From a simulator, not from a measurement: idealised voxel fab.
Process module, titled voxel fin reveal
Xsec cut, 175 nm wide, square cell size 5 nm.
Cross-section layout: square cells on a grid; listed as bands, top to bottom; a band spans one or more cell rows.
Each band's line starts with the height of the band's top and of its bottom, in nm. Then come its materials from left to right, each with its width in nm. One material with "throughout" fills the band from edge to edge. "blank" is empty space.
Heights are reckoned from 0. Under this level, the received wafer is all of one material. The bottommost band is open-ended downward, for example "0..down".
The width entry "30->40" should be interpreted row by row: the top row of cells in the band takes the first number, the bottom row takes the second number, and the change between adjacent rows is uniform throughout.
Basically "nothing altered" means that step didn't change any cell in the cross-section.
Enclosed voids (no open way to top), threshold 8 cells or more, entry "Listed closed voids", notation width x height at distance, distance from left edge, nm.
Read whatever lies past the settings on a step's line as the simulator's own remark about the step.
A step's line can hold "overlay nm"; with a mask on that step, the setting says how far right of the planned place the mask lay, while a negative setting says it lay to the left.
**Below is the list of planned process steps**
1,RECEIVE [material Si]
2,CONFORMAL_DEP [material SiN] [thk nm 5]
3,MASKED_ETCH [tone cover] [mask id FINS] [width nm 15] [pitch nm 40] [etch materials SiN] [depth nm 5] [overlay nm 0]
4,MASKED_ETCH [tone cover] [mask id FINS] [width nm 15] [pitch nm 40] [etch materials Si] [depth nm 30] [overlay nm 0]
5,FILL_DEP [material SiO2] [thk nm 10]
6,CMP [height nm 5]
7,SELECTIVE_ETCH [etch materials SiO2] [depth nm 25]
8,STRIP [etch materials SiN]
**First wafer of two (run as planned)**
**Wafer cross-section on receipt, i.e. after step 1**
> 0..down: Si throughout
> Listed closed voids: none
**You're looking at a cross-section of the wafer after step 2**
> 5..0: SiN throughout
> Everything below 0 is unchanged.
**You're looking at a cross-section of the wafer after step 3**
> 5..0: 40 of blank | 15 of SiN | 25 of blank | 15 of SiN | 25 of blank | 15 of SiN | 40 of blank
> Everything below 0 is unchanged.
**You're looking at a cross-section of the wafer after step 4**
> 5..0: 40 of blank | 15 of SiN | 25 of blank | 15 of SiN | 25 of blank | 15 of SiN | 40 of blank
> 0..-30: 40 of blank | 15 of Si | 25 of blank | 15 of Si | 25 of blank | 15 of Si | 40 of blank
> Everything below -30 is unchanged.
**You're looking at a cross-section of the wafer after step 5**
> 15..5: SiO2 throughout
> 5..0: 40 of SiO2 | 15 of SiN | 25 of SiO2 | 15 of SiN | 25 of SiO2 | 15 of SiN | 40 of SiO2
> 0..-30: 40 of SiO2 | 15 of Si | 25 of SiO2 | 15 of Si | 25 of SiO2 | 15 of Si | 40 of SiO2
> Everything below -30 is unchanged.
**You're looking at a cross-section of the wafer after step 6**
> 5..0: 40 of SiO2 | 15 of SiN | 25 of SiO2 | 15 of SiN | 25 of SiO2 | 15 of SiN | 40 of SiO2
> Everything below 0 is unchanged.
**You're looking at a cross-section of the wafer after step 7**
> 5..0: 40 of blank | 15 of SiN | 25 of blank | 15 of SiN | 25 of blank | 15 of SiN | 40 of blank
> 0..-20: 40 of blank | 15 of Si | 25 of blank | 15 of Si | 25 of blank | 15 of Si | 40 of blank
> Everything below -20 is unchanged.
**You're looking at a cross-section of the wafer after step 8**
> 0..-20: 40 of blank | 15 of Si | 25 of blank | 15 of Si | 25 of blank | 15 of Si | 40 of blank
> Everything below -20 is unchanged.
**Regarding the second of the two wafers: it shared the first wafer's starting condition and process plan, yet one error occurred during its execution. Its history coincides with that of the first wafer up to and including step 3**
**X-section, second wafer, when step 4 was due to finish**
> 5..0: 40 of blank | 15 of SiN | 25 of blank | 15 of SiN | 25 of blank | 15 of SiN | 40 of blank
> 0..-60: 40 of blank | 15 of Si | 25 of blank | 15 of Si | 25 of blank | 15 of Si | 40 of blank
> Everything below -60 is unchanged.
**X-section, second wafer, when step 5 was due to finish**
> 15..5: SiO2 throughout
> 5..0: 40 of SiO2 | 15 of SiN | 25 of SiO2 | 15 of SiN | 25 of SiO2 | 15 of SiN | 40 of SiO2
> 0..-60: 40 of SiO2 | 15 of Si | 25 of SiO2 | 15 of Si | 25 of SiO2 | 15 of Si | 40 of SiO2
> Everything below -60 is unchanged.
**X-section, second wafer, when step 6 was due to finish**
> 5..0: 40 of SiO2 | 15 of SiN | 25 of SiO2 | 15 of SiN | 25 of SiO2 | 15 of SiN | 40 of SiO2
> Everything below 0 is unchanged.
**X-section, second wafer, when step 7 was due to finish**
> 5..0: 40 of blank | 15 of SiN | 25 of blank | 15 of SiN | 25 of blank | 15 of SiN | 40 of blank
> 0..-20: 40 of blank | 15 of Si | 25 of blank | 15 of Si | 25 of blank | 15 of Si | 40 of blank
> Everything below -20 is unchanged.
**X-section, second wafer, when step 8 was due to finish**
> 0..-20: 40 of blank | 15 of Si | 25 of blank | 15 of Si | 25 of blank | 15 of Si | 40 of blank
> Everything below -20 is unchanged.
The plan and the run diverged here: step 4 of the plan was executed twice over
Final cells, second wafer relative to first, materials higher or lower: Si -156 | SiO2 +156
